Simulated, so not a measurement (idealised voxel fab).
process module | voxel air gaps
cross-section cut | 300 nm wide | cells 5 nm
A cross-section is a grid of square cells, given in bands from the top down. A band is one or more rows of cells.
Each band's line starts with the height of the band's top and of its bottom, in nm. Then come its materials from left to right, each with its width in nm. One material with "throughout" fills the band from edge to edge. "air" is empty space.
Height 0 is the level under which the wafer as received is all one material. The lowest band goes on downwards, as in "0 down".
A width such as "30 to 40" changes by the same amount from each row of cells to the next, from the band's top row to its bottom row.
"no change" after a step means that no cell of the cross-section changed.
closed voids: empty space of 8 cells or more with no open way to the top, each as width x height at its distance from the left edge, in nm
after a step's settings: what the simulator itself notes on the step
overlay nm, on a step with a mask: how far to the right of its planned place the mask lay; to the left if negative
plan
1 op RECEIVE | material Si
2 op CONFORMAL_DEP | material SiO2 | thk nm 10
3 op CONFORMAL_DEP | material SiCN | thk nm 5
4 op DIRECTIONAL_DEP | material SiO2 | thk nm 40
5 op MASKED_ETCH | tone open | mask id LINES | width nm 25 | pitch nm 50 | etch materials SiO2 | depth nm 40 | overlay nm 0
6 op CONFORMAL_DEP | material TiN | thk nm 5
7 op FILL_DEP | material Ru | thk nm 10
8 op CMP | height nm 55
9 op EPI | material Ru | thk nm 10
10 op SELECTIVE_ETCH | etch materials SiO2 | depth nm 50
11 op CONFORMAL_DEP | material SiCN | thk nm 5
as received, after step 1
  0 down: Si throughout
  closed voids: none
first wafer at the end, as planned
  70 to 65: air 70 | SiCN 155 | air 75
  65 to 55: air 70 | SiCN 5 | Ru 45 | SiCN 5 | Ru 45 | SiCN 5 | Ru 45 | SiCN 5 | air 75
  55 to 50: air 70 | SiCN 15 | TiN 5 | Ru 15 | TiN 5 | SiCN 25 | TiN 5 | Ru 15 | TiN 5 | SiCN 25 | TiN 5 | Ru 15 | TiN 5 | SiCN 15 | air 75
  50 to 20: air 80 | SiCN 5 | TiN 5 | Ru 15 | TiN 5 | SiCN 5 | air 15 | SiCN 5 | TiN 5 | Ru 15 | TiN 5 | SiCN 5 | air 15 | SiCN 5 | TiN 5 | Ru 15 | TiN 5 | SiCN 5 | air 85
  20 to 15: SiCN 85 | TiN 25 | SiCN 25 | TiN 25 | SiCN 25 | TiN 25 | SiCN 90
  15 to 10: SiCN throughout
  10 to 0: SiO2 throughout
  0 down: Si throughout
  closed voids: 15 x 30 at 115; 15 x 30 at 165
second wafer at the end: like start, like plan, one mistake
  80 to 75: air 60 | SiCN 175 | air 65
  75 to 55: air 60 | SiCN 5 | Ru 165 | SiCN 5 | air 65
  55 to 50: air 60 | SiCN 25 | TiN 5 | Ru 15 | TiN 5 | SiO2 25 | TiN 5 | Ru 15 | TiN 5 | SiO2 25 | TiN 5 | Ru 15 | TiN 5 | SiCN 25 | air 65
  50 to 20: air 80 | SiCN 5 | TiN 5 | Ru 15 | TiN 5 | SiO2 25 | TiN 5 | Ru 15 | TiN 5 | SiO2 25 | TiN 5 | Ru 15 | TiN 5 | SiCN 5 | air 85
  20 to 15: SiCN 85 | TiN 25 | SiO2 25 | TiN 25 | SiO2 25 | TiN 25 | SiCN 90
  15 to 10: SiCN throughout
  10 to 0: SiO2 throughout
  0 down: Si throughout
  closed voids: none
what went wrong: step 9 was run twice
at the end the second wafer has, in cells: 78 more of Ru | 36 fewer of SiCN | 80 more of SiO2
closed voids at the end (first wafer, second wafer): 2, 0
